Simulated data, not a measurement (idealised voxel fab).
process module | voxel transistor to metal
cross-section cut | 215 nm wide | cells 5 nm
A cross-section is a grid of square cells, given in bands from the top down. A band is one or more rows of cells.
Each band's line starts with the height of the band's top and of its bottom, in nm. Then come its materials from left to right, each with its width in nm. One material with "throughout" fills the band from edge to edge. "air" is empty space.
Height 0 is the level under which the wafer as received is all one material. The lowest band goes on downwards, as in "0 down".
A width such as "30 to 40" changes by the same amount from each row of cells to the next, from the band's top row to its bottom row.
"no change" after a step means that no cell of the cross-section changed.
closed voids: empty space of 8 cells or more with no open way to the top, each as width x height at its distance from the left edge, in nm
after a step's settings: what the simulator itself notes on the step
overlay nm, on a step with a mask: how far to the right of its planned place the mask lay; to the left if negative
plan
1 op RECEIVE | material Si
2 op CONFORMAL_DEP | material SiO2 | thk nm 5
3 op CONFORMAL_DEP | material SiN | thk nm 15
4 op MASKED_ETCH | tone cover | mask id ACTIVE | width nm 110 | etch materials SiN | depth nm 15 | overlay nm 0
5 op MASKED_ETCH | tone cover | mask id ACTIVE | width nm 110 | etch materials SiO2 | depth nm 5 | overlay nm 0
6 op MASKED_ETCH | tone cover | mask id ACTIVE | width nm 110 | etch materials Si | depth nm 25 | overlay nm 0
7 op OXIDIZE | depth nm 5
8 op FILL_DEP | material SiO2 | thk nm 15
9 op CMP | height nm 20
10 op SELECTIVE_ETCH | etch materials SiO2 | depth nm 15
11 op STRIP | etch materials SiN
12 op SELECTIVE_ETCH | etch materials SiO2 | depth nm 5
13 op OXIDIZE | depth nm 5
14 op DIRECTIONAL_DEP | material polySi | thk nm 30
15 op DIRECTIONAL_DEP | material SiCN | thk nm 15
16 op DIRECTIONAL_DEP | material aC | thk nm 15
17 op PATTERN | tone cover | mask id GATE | material resist | width nm 30 | thk nm 30 | overlay nm 0
18 op DIRECTIONAL_ETCH | etch materials aC | depth nm 15
19 op STRIP | etch materials resist
20 op DIRECTIONAL_ETCH | etch materials SiCN | depth nm 25
21 op DIRECTIONAL_ETCH | etch materials polySi | depth nm 40
22 op STRIP | etch materials aC
23 op CONFORMAL_DEP | material SiO2 | thk nm 5
24 op DIRECTIONAL_ETCH | etch materials SiO2 | depth nm 5
25 op CONFORMAL_DEP | material SiN | thk nm 5
26 op DIRECTIONAL_ETCH | etch materials SiN | depth nm 5
27 op DIRECTIONAL_ETCH | etch materials SiO2 | depth nm 5
28 op DIRECTIONAL_ETCH | etch materials Si | depth nm 5
29 op EPI | material pSi | thk nm 5
30 op FILL_DEP | material SiO2 | thk nm 5
31 op CMP | height nm 30
32 op STRIP | etch materials polySi
33 op SELECTIVE_ETCH | etch materials SiO2 | depth nm 5
34 op CONFORMAL_DEP | material HfO2 | thk nm 5
35 op CONFORMAL_DEP | material TiN | thk nm 5
36 op FILL_DEP | material W | thk nm 5
37 op CMP | height nm 25
38 op DIRECTIONAL_DEP | material SiO2 | thk nm 15
39 op DIRECTIONAL_DEP | material aC | thk nm 15
40 op PATTERN | tone open | mask id CONTACT | material resist | width nm 20 | pitch nm 80 | thk nm 30 | overlay nm 0
41 op DIRECTIONAL_ETCH | etch materials aC | depth nm 15
42 op STRIP | etch materials resist
43 op DIRECTIONAL_ETCH | etch materials SiO2 | depth nm 45
44 op STRIP | etch materials aC
45 op CONFORMAL_DEP | material TiN | thk nm 5
46 op FILL_DEP | material W | thk nm 10
47 op CMP | height nm 40
48 op DIRECTIONAL_DEP | material TiN | thk nm 5
49 op DIRECTIONAL_DEP | material Ru | thk nm 20
50 op DIRECTIONAL_DEP | material aC | thk nm 10
51 op PATTERN | tone cover | mask id METAL_1 | material resist | width nm 20 | pitch nm 80 | thk nm 25 | overlay nm 0
52 op DIRECTIONAL_ETCH | etch materials aC | depth nm 10
53 op STRIP | etch materials resist
54 op DIRECTIONAL_ETCH | etch materials Ru | depth nm 20
55 op DIRECTIONAL_ETCH | etch materials TiN | depth nm 5
56 op STRIP | etch materials aC
57 op CONFORMAL_DEP | material SiCN | thk nm 5
58 op FILL_DEP | material SiO2 | thk nm 10
59 op CMP | height nm 65
60 op CONFORMAL_DEP | material SiCN | thk nm 5
as received, after step 1
  0 down: Si throughout
  closed voids: none
a wafer at the end: this start, this plan, one mistake
  70 to 65: SiCN throughout
  65 to 45: SiO2 50 | SiCN 5 | Ru 20 | SiCN 5 | SiO2 50 | SiCN 5 | Ru 20 | SiCN 5 | SiO2 55
  45 to 40: SiCN 55 | TiN 20 | SiCN 60 | TiN 20 | SiCN 60
  40 to 25: SiO2 55 | TiN 5 | W 10 | TiN 5 | SiO2 60 | TiN 5 | W 10 | TiN 5 | SiO2 60
  25 to 15: SiO2 55 | TiN 5 | W 10 | TiN 5 | SiO2 5 | SiN 5 | HfO2 5 | TiN 5 | W 20 | TiN 5 | HfO2 5 | SiN 5 | SiO2 5 | TiN 5 | W 10 | TiN 5 | SiO2 60
  15 to 10: SiO2 55 | TiN 20 | SiO2 5 | SiN 5 | HfO2 5 | TiN 5 | W 20 | TiN 5 | HfO2 5 | SiN 5 | SiO2 5 | TiN 20 | SiO2 60
  10 to 5: SiO2 80 | SiN 5 | HfO2 5 | TiN 5 | W 20 | TiN 5 | HfO2 5 | SiN 5 | SiO2 85
  5 to 0: SiO2 80 | SiN 5 | HfO2 5 | TiN 30 | HfO2 5 | SiN 5 | SiO2 85
  0 to -5: SiO2 75 | pSi 5 | SiO2 5 | HfO2 40 | SiO2 5 | pSi 5 | SiO2 80
  -5 to -10: SiO2 55 | pSi 25 | Si 50 | pSi 25 | SiO2 60
  -10 to -30: SiO2 55 | Si 100 | SiO2 60
  -30 down: Si throughout
  closed voids: none
what went wrong: step 38 was run twice
